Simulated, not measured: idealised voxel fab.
voxel released beams: a process module
This is section cut - it's 245 nm across, gridded in 5 nm square cells.
Format of a cross-section: grid, square cells. Given as bands. Order: top down. Band: one or more rows of cells.
Heads up on the band format: heights come first, top then bottom, in nm. After that it's the materials left to right, each with its width in nm. A single material flagged "throughout" fills the whole band edge to edge, and "air" means there's empty space there.
Heights are reckoned from 0. Under this level, the received wafer is all of one material. The bottommost band is open-ended downward, for example "z 0 and below".
So if you see something like "30 to 40" for the width, read it as the top row of the band sitting at the first number and the bottom row at the second, with every row in between moving by the same amount as the last.
"nothing changed" -> step changed no cross-section cell.
Each empty space that has no open way to the top and spans at least 8 cells appears under "Enclosed void catalog" as width x height at distance, the distance counted from the left edge, all in nm.
Note: text after step settings on the step line = simulator remark on that step.
The optional step-line setting "overlay nm" applies to steps with a mask and quantifies how far to the right of its planned location the mask lay, a negative value indicating leftward placement.

-- Process steps (planned)
| 1 | RECEIVE [material Si] |
| 2 | CONFORMAL_DEP [material SiN] [thk nm 5] |
| 3 | DIRECTIONAL_DEP [material SiO2] [thk nm 20] |
| 4 | MASKED_ETCH [tone open] [mask id ANCHOR] [width nm 25] [etch materials SiO2] [depth nm 20] [overlay nm 0] |
| 5 | CONFORMAL_DEP [material TiN] [thk nm 10] |
| 6 | DIRECTIONAL_DEP [material aC] [thk nm 15] |
| 7 | PATTERN [tone cover] [mask id BEAM] [material resist] [width nm 100] [thk nm 30] [overlay nm 0] |
| 8 | DIRECTIONAL_ETCH [etch materials aC] [depth nm 15] |
| 9 | STRIP [etch materials resist] |
| 10 | DIRECTIONAL_ETCH [etch materials TiN] [depth nm 10] |
| 11 | STRIP [etch materials aC] |
| 12 | STRIP [etch materials SiO2] |

-- Cross-section of the wafer at receipt, which is the condition after step 1
- z 0 and below: Si throughout
- Enclosed void catalog: none

-- First wafer of two, sectioned at end of module; run went per plan
- z 35 to 25: air 70 | TiN 15 | air 5 | TiN 80 | air 75
- z 25 to 15: air 75 | TiN 10 | air 5 | TiN 10 | air 145
- z 15 to 5: air 75 | TiN 25 | air 145
- z 5 to 0: SiN throughout
- z 0 and below: Si throughout
- Enclosed void catalog: none

-- Cross-section of the latter of the two wafers at module completion. It had an identical start and an identical plan to the former; in running it, one mistake was made
- z 35 to 25: air 70 | TiN 40 | air 135
- z 25 to 15: air 65 | TiN 10 | SiO2 25 | TiN 10 | air 135
- z 15 to 5: air 65 | TiN 10 | SiO2 25 | TiN 70 | air 75
- z 5 to 0: SiN throughout
- z 0 and below: Si throughout
- Enclosed void catalog: none
what went wrong: step 4: run off-plan, actual operation and settings MASKED_ETCH [tone cover] [mask id ANCHOR] [width nm 25] [etch materials SiO2] [depth nm 20] [overlay nm 0]
Cell-count delta at end, second wafer over first, by material: 20 more of SiO2
